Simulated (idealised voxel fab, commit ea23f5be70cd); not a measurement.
Process module in this document: voxel lift off
Displayed cross-section: cut, width of 160 nm, square cells sized 5 nm.
When this document writes out a cross-section, it uses a grid of square cells and lists it as bands, beginning at the top and moving down, with a band standing for one or more rows of cells. What a band's entry tells you: where the top is and where the bottom is, as heights in nm, and after that what lies inside, material by material from left to right, each with its width in nm. Empty space is written as the word "air", and a single material marked with the word "everywhere" occupies the band from edge to edge. We count height from 0. Below that, the starting wafer is all one material. The lowest band never ends at the bottom but goes on down; see "from 0 down" for how that is written. You'd read "30->40" like this: the band's top row of cells is as wide as the first number, its bottom row is as wide as the second, and going down, every row changes width by the same amount as the row before did. The cross-section has no changed cell in any step marked "no change". In "Fully enclosed voids" the enclosed voids are listed, meaning empty spaces of 8 cells or larger without any opening to the top. The form is width x height at distance, distance from the left edge, units nm. Text after the settings on a step's line: the simulator's own remark on that step. Each step line may optionally specify "overlay nm", which for a step with a mask gives the rightward distance between the mask's planned place and where it lay, a negative value indicating the leftward direction.

[So here's the lineup of process steps we planned]
1) RECEIVE,material Si
2) CONFORMAL_DEP,material SiO2,thk nm 5
3) PATTERN,tone open,mask id LINES,material resist,width nm 15,pitch nm 30,thk nm 20,overlay nm 0
4) DIRECTIONAL_DEP,material Ru,thk nm 10
5) STRIP,etch materials resist
6) CONFORMAL_DEP,material SiO2,thk nm 10

[Cross-section of the wafer at receipt, which is the condition after step 1]
from 0 down  Si everywhere
Fully enclosed voids: none

[Figure: cross-sectional view of the wafer upon completion of the module, processed from the initial state and according to the plan depicted above, with one error introduced during execution]
from 20 to 15  air: 45, SiO2: 65, air: 50
from 15 to 10  SiO2 everywhere
from 10 to 5  SiO2: 55, Ru: 15, SiO2: 15, Ru: 15, SiO2: 60
from 5 to 0  SiO2 everywhere
from 0 down  Si everywhere
Fully enclosed voids: none
Which mistake was made when the wafer was run? step 4 changed vs plan, executed as DIRECTIONAL_DEP,material Ru,thk nm 5
